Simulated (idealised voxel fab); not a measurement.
process module | voxel self aligned vias
cross-section cut | 225 nm wide | cells 5 nm
A cross-section is a grid of square cells, given in bands from the top down. A band is one or more rows of cells.
Each band's line starts with the height of the band's top and of its bottom, in nm. Then come its materials from left to right, each with its width in nm. One material with "throughout" fills the band from edge to edge. "air" is empty space.
Height 0 is the level under which the wafer as received is all one material. The lowest band goes on downwards, as in "0 down".
A width such as "30 to 40" changes by the same amount from each row of cells to the next, from the band's top row to its bottom row.
"no change" after a step means that no cell of the cross-section changed.
closed voids: empty space of 8 cells or more with no open way to the top, each as width x height at its distance from the left edge, in nm
after a step's settings: what the simulator itself notes on the step
overlay nm, on a step with a mask: how far to the right of its planned place the mask lay; to the left if negative
plan
1 op RECEIVE | material Si
2 op CONFORMAL_DEP | material SiO2 | thk nm 15
3 op CONFORMAL_DEP | material SiCN | thk nm 5
4 op DIRECTIONAL_DEP | material lowk | thk nm 30
5 op PATTERN | tone open | mask id LINES | material resist | width nm 25 | pitch nm 65 | thk nm 20 | overlay nm 0
6 op DIRECTIONAL_ETCH | etch materials lowk | depth nm 30
7 op STRIP | etch materials resist
8 op CONFORMAL_DEP | material TiN | thk nm 5
9 op FILL_DEP | material Ru | thk nm 10
10 op CMP | height nm 50
11 op SELECTIVE_ETCH | etch materials W Ru TiN | depth nm 10
12 op FILL_DEP | material SiN | thk nm 10
13 op CMP | height nm 50
14 op DIRECTIONAL_DEP | material lowk | thk nm 15
15 op MASKED_ETCH | tone open | mask id VIAS | width nm 35 | pitch nm 65 | etch materials lowk | depth nm 15 | overlay nm 0
16 op MASKED_ETCH | tone open | mask id VIAS | width nm 35 | pitch nm 65 | etch materials SiN | depth nm 10 | overlay nm 0
17 op CONFORMAL_DEP | material TiN | thk nm 5
18 op FILL_DEP | material Ru | thk nm 10
19 op CMP | height nm 65
20 op CONFORMAL_DEP | material SiCN | thk nm 5
first wafer, as planned
as received, after step 1
  0 down: Si throughout
  closed voids: none
after step 2
  15 to 0: SiO2 throughout
  below 0: unchanged
after step 3
  20 to 15: SiCN throughout
  below 15: unchanged
after step 4
  50 to 20: lowk throughout
  below 20: unchanged
after step 5
  70 to 50: resist 65 | air 25 | resist 40 | air 25 | resist 70
  below 50: unchanged
after step 6
  70 to 50: resist 65 | air 25 | resist 40 | air 25 | resist 70
  50 to 20: lowk 65 | air 25 | lowk 40 | air 25 | lowk 70
  below 20: unchanged
after step 7
  50 to 20: lowk 65 | air 25 | lowk 40 | air 25 | lowk 70
  below 20: unchanged
after step 8
  55 to 50: TiN 70 | air 15 | TiN 50 | air 15 | TiN 75
  50 to 25: lowk 65 | TiN 5 | air 15 | TiN 5 | lowk 40 | TiN 5 | air 15 | TiN 5 | lowk 70
  25 to 20: lowk 65 | TiN 25 | lowk 40 | TiN 25 | lowk 70
  below 20: unchanged
after step 9
  65 to 55: Ru throughout
  55 to 50: TiN 70 | Ru 15 | TiN 50 | Ru 15 | TiN 75
  50 to 25: lowk 65 | TiN 5 | Ru 15 | TiN 5 | lowk 40 | TiN 5 | Ru 15 | TiN 5 | lowk 70
  below 25: unchanged
after step 10
  50 to 25: lowk 65 | TiN 5 | Ru 15 | TiN 5 | lowk 40 | TiN 5 | Ru 15 | TiN 5 | lowk 70
  below 25: unchanged
after step 11
  50 to 40: lowk 65 | air 25 | lowk 40 | air 25 | lowk 70
  below 40: unchanged
after step 12
  60 to 50: SiN throughout
  50 to 40: lowk 65 | SiN 25 | lowk 40 | SiN 25 | lowk 70
  below 40: unchanged
after step 13
  50 to 40: lowk 65 | SiN 25 | lowk 40 | SiN 25 | lowk 70
  below 40: unchanged
after step 14
  65 to 50: lowk throughout
  below 50: unchanged
after step 15
  65 to 50: lowk 60 | air 35 | lowk 30 | air 35 | lowk 65
  below 50: unchanged
after step 16
  65 to 50: lowk 60 | air 35 | lowk 30 | air 35 | lowk 65
  50 to 40: lowk 65 | air 25 | lowk 40 | air 25 | lowk 70
  below 40: unchanged
after step 17
  70 to 65: TiN 65 | air 25 | TiN 40 | air 25 | TiN 70
  65 to 55: lowk 60 | TiN 5 | air 25 | TiN 5 | lowk 30 | TiN 5 | air 25 | TiN 5 | lowk 65
  55 to 45: lowk 60 to 65 | TiN 10 to 5 | air 15 | TiN 10 to 5 | lowk 30 to 40 | TiN 10 to 5 | air 15 | TiN 10 to 5 | lowk 65 to 70
  45 to 40: lowk 65 | TiN 25 | lowk 40 | TiN 25 | lowk 70
  below 40: unchanged
after step 18
  80 to 70: Ru throughout
  70 to 65: TiN 65 | Ru 25 | TiN 40 | Ru 25 | TiN 70
  65 to 55: lowk 60 | TiN 5 | Ru 25 | TiN 5 | lowk 30 | TiN 5 | Ru 25 | TiN 5 | lowk 65
  55 to 45: lowk 60 to 65 | TiN 10 to 5 | Ru 15 | TiN 10 to 5 | lowk 30 to 40 | TiN 10 to 5 | Ru 15 | TiN 10 to 5 | lowk 65 to 70
  below 45: unchanged
after step 19
  65 to 55: lowk 60 | TiN 5 | Ru 25 | TiN 5 | lowk 30 | TiN 5 | Ru 25 | TiN 5 | lowk 65
  below 55: unchanged
after step 20
  70 to 65: SiCN throughout
  below 65: unchanged
second wafer: like start, like plan, one mistake. Through step 4 it matches the first wafer
when step 5 should have ended
  70 to 50: air 65 | resist 25 | air 40 | resist 25 | air 70
  below 50: unchanged
when step 6 should have ended
  70 to 50: air 65 | resist 25 | air 40 | resist 25 | air 70
  50 to 20: air 65 | lowk 25 | air 40 | lowk 25 | air 70
  below 20: unchanged
when step 7 should have ended
  50 to 20: air 65 | lowk 25 | air 40 | lowk 25 | air 70
  below 20: unchanged
when step 8 should have ended
  55 to 50: air 60 | TiN 35 | air 30 | TiN 35 | air 65
  50 to 25: air 60 | TiN 5 | lowk 25 | TiN 5 | air 30 | TiN 5 | lowk 25 | TiN 5 | air 65
  25 to 20: TiN 65 | lowk 25 | TiN 40 | lowk 25 | TiN 70
  below 20: unchanged
when step 9 should have ended
  65 to 55: Ru throughout
  55 to 50: Ru 60 | TiN 35 | Ru 30 | TiN 35 | Ru 65
  50 to 25: Ru 60 | TiN 5 | lowk 25 | TiN 5 | Ru 30 | TiN 5 | lowk 25 | TiN 5 | Ru 65
  below 25: unchanged
when step 10 should have ended
  50 to 25: Ru 60 | TiN 5 | lowk 25 | TiN 5 | Ru 30 | TiN 5 | lowk 25 | TiN 5 | Ru 65
  below 25: unchanged
when step 11 should have ended
  50 to 40: air 65 | lowk 25 | air 40 | lowk 25 | air 70
  below 40: unchanged
when step 12 should have ended
  60 to 50: SiN throughout
  50 to 40: SiN 65 | lowk 25 | SiN 40 | lowk 25 | SiN 70
  below 40: unchanged
when step 13 should have ended
  50 to 40: SiN 65 | lowk 25 | SiN 40 | lowk 25 | SiN 70
  below 40: unchanged
when step 14 should have ended
  65 to 50: lowk throughout
  below 50: unchanged
when step 15 should have ended
  65 to 50: lowk 60 | air 35 | lowk 30 | air 35 | lowk 65
  below 50: unchanged
when step 16 should have ended
  65 to 50: lowk 60 | air 35 | lowk 30 | air 35 | lowk 65
  50 to 40: SiN 60 | air 5 | lowk 25 | air 5 | SiN 30 | air 5 | lowk 25 | air 5 | SiN 65
  below 40: unchanged
when step 17 should have ended
  70 to 65: TiN 65 | air 25 | TiN 40 | air 25 | TiN 70
  65 to 55: lowk 60 | TiN 5 | air 25 | TiN 5 | lowk 30 | TiN 5 | air 25 | TiN 5 | lowk 65
  55 to 50: lowk 60 | TiN 35 | lowk 30 | TiN 35 | lowk 65
  50 to 40: SiN 60 | TiN 5 | lowk 25 | TiN 5 | SiN 30 | TiN 5 | lowk 25 | TiN 5 | SiN 65
  below 40: unchanged
when step 18 should have ended
  80 to 70: Ru throughout
  70 to 65: TiN 65 | Ru 25 | TiN 40 | Ru 25 | TiN 70
  65 to 55: lowk 60 | TiN 5 | Ru 25 | TiN 5 | lowk 30 | TiN 5 | Ru 25 | TiN 5 | lowk 65
  below 55: unchanged
when step 19 should have ended
  65 to 55: lowk 60 | TiN 5 | Ru 25 | TiN 5 | lowk 30 | TiN 5 | Ru 25 | TiN 5 | lowk 65
  below 55: unchanged
when step 20 should have ended
  70 to 65: SiCN throughout
  below 65: unchanged
what went wrong: step 5 ran as: op PATTERN | tone cover | mask id LINES | material resist | width nm 25 | pitch nm 65 | thk nm 20 | overlay nm 0
at the end the second wafer has, in cells: 63 more of Ru | 62 more of SiN | 25 more of TiN | 150 fewer of lowk
